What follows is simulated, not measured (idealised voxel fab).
Module name: voxel tone inversion (process module)
165 nm wide, 5 nm square cells: that's cross-section cut.
We lay out every cross-section as a grid of square cells and spell it out in bands from the top down, where one band means one or more rows of cells. Heads up on the band format: heights come first, top then bottom, in nm. After that it's the materials left to right, each with its width in nm. A single material flagged "full width" fills the whole band edge to edge, and "air" means there's empty space there. We count height from 0. Below that, the starting wafer is all one material. The lowest band never ends at the bottom but goes on down; see "0..down" for how that is written. Width "30->40": first value at the band's top row of cells, second value at its bottom row, equal change from row to row. Step note "nothing changed" = no cross-section cell changed. In "Enclosed void listing" the enclosed voids are listed, meaning empty spaces of 8 cells or larger without any opening to the top. The form is width x height at distance, distance from the left edge, units nm. Step line, after settings: the simulator's comment on this step. You can add "overlay nm" to a step's line. For a step with a mask, it describes how far the mask lay to the right of its planned position, and a negative number describes a lay to the left.
**Steps in the process plan**
1,op RECEIVE | material Si
2,op CONFORMAL_DEP | material SiCN | thk nm 5
3,op DIRECTIONAL_DEP | material polySi | thk nm 15
4,op PATTERN | tone cover | mask id POSTS | material resist | width nm 15 | pitch nm 40 | thk nm 20 | overlay nm 0
5,op DIRECTIONAL_ETCH | etch materials polySi | depth nm 15
6,op STRIP | etch materials resist
7,op FILL_DEP | material SiO2 | thk nm 5
8,op CMP | height nm 20
9,op STRIP | etch materials polySi
**Step 1 complete: cross-section of the wafer as received**
- 0..down  Si full width
- Enclosed void listing: none
**Looking at the first of two wafers in cross-section at end of module - ran to plan**
- 20..5  SiO2 55 nm  air 15 nm  SiO2 25 nm  air 15 nm  SiO2 55 nm
- 5..0  SiCN full width
- 0..down  Si full width
- Enclosed void listing: none
**Second wafer cross-section at end of module - shared start and plan with the first, one mistake in the run**
- 10..5  SiO2 55 nm  air 15 nm  SiO2 25 nm  air 15 nm  SiO2 55 nm
- 5..0  SiCN full width
- 0..down  Si full width
- Enclosed void listing: none
Where did the run depart from the plan? step 8, actual vs plan mismatch, actual run op CMP | height nm 10
Final wafer comparison in cells, second versus first, more or fewer per material: -54 SiO2
